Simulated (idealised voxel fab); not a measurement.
process module | voxel double patterning
cross-section cut | 240 nm wide | cells 5 nm
A cross-section is a grid of square cells, given in bands from the top down. A band is one or more rows of cells.
Each band's line starts with the height of the band's top and of its bottom, in nm. Then come its materials from left to right, each with its width in nm. One material with "throughout" fills the band from edge to edge. "air" is empty space.
Height 0 is the level under which the wafer as received is all one material. The lowest band goes on downwards, as in "0 down".
A width such as "30 to 40" changes by the same amount from each row of cells to the next, from the band's top row to its bottom row.
"no change" after a step means that no cell of the cross-section changed.
closed voids: empty space of 8 cells or more with no open way to the top, each as width x height at its distance from the left edge, in nm
after a step's settings: what the simulator itself notes on the step
overlay nm, on a step with a mask: how far to the right of its planned place the mask lay; to the left if negative
plan
1 op RECEIVE | material Si
2 op CONFORMAL_DEP | material SiN | thk nm 5
3 op DIRECTIONAL_DEP | material SiO2 | thk nm 10
4 op DIRECTIONAL_DEP | material SiCN | thk nm 10
5 op PATTERN | tone open | mask id FIRST | material resist | width nm 15 | pitch nm 50 | thk nm 15 | overlay nm 0
6 op DIRECTIONAL_ETCH | etch materials SiCN | depth nm 10
7 op STRIP | etch materials resist
8 op MASKED_ETCH | tone open | mask id SECOND | width nm 15 | pitch nm 50 | etch materials SiCN | depth nm 10 | overlay nm 0
9 op DIRECTIONAL_ETCH | etch materials SiO2 | depth nm 10
10 op STRIP | etch materials SiCN
as received, after step 1
  0 down: Si throughout
  closed voids: none
first wafer at the end, as planned
  15 to 5: SiO2 60 | air 15 | SiO2 10 | air 15 | SiO2 10 | air 15 | SiO2 10 | air 15 | SiO2 10 | air 15 | SiO2 65
  5 to 0: SiN throughout
  0 down: Si throughout
  closed voids: none
second wafer at the end: like start, like plan, one mistake
  15 to 10: SiO2 60 | air 15 | SiO2 10 | air 15 | SiO2 10 | air 15 | SiO2 10 | air 15 | SiO2 10 | air 15 | SiO2 65
  10 to 5: SiO2 throughout
  5 to 0: SiN throughout
  0 down: Si throughout
  closed voids: none
what went wrong: step 9 ran as: op DIRECTIONAL_ETCH | etch materials SiO2 | depth nm 5
at the end the second wafer has, in cells: 15 more of SiO2
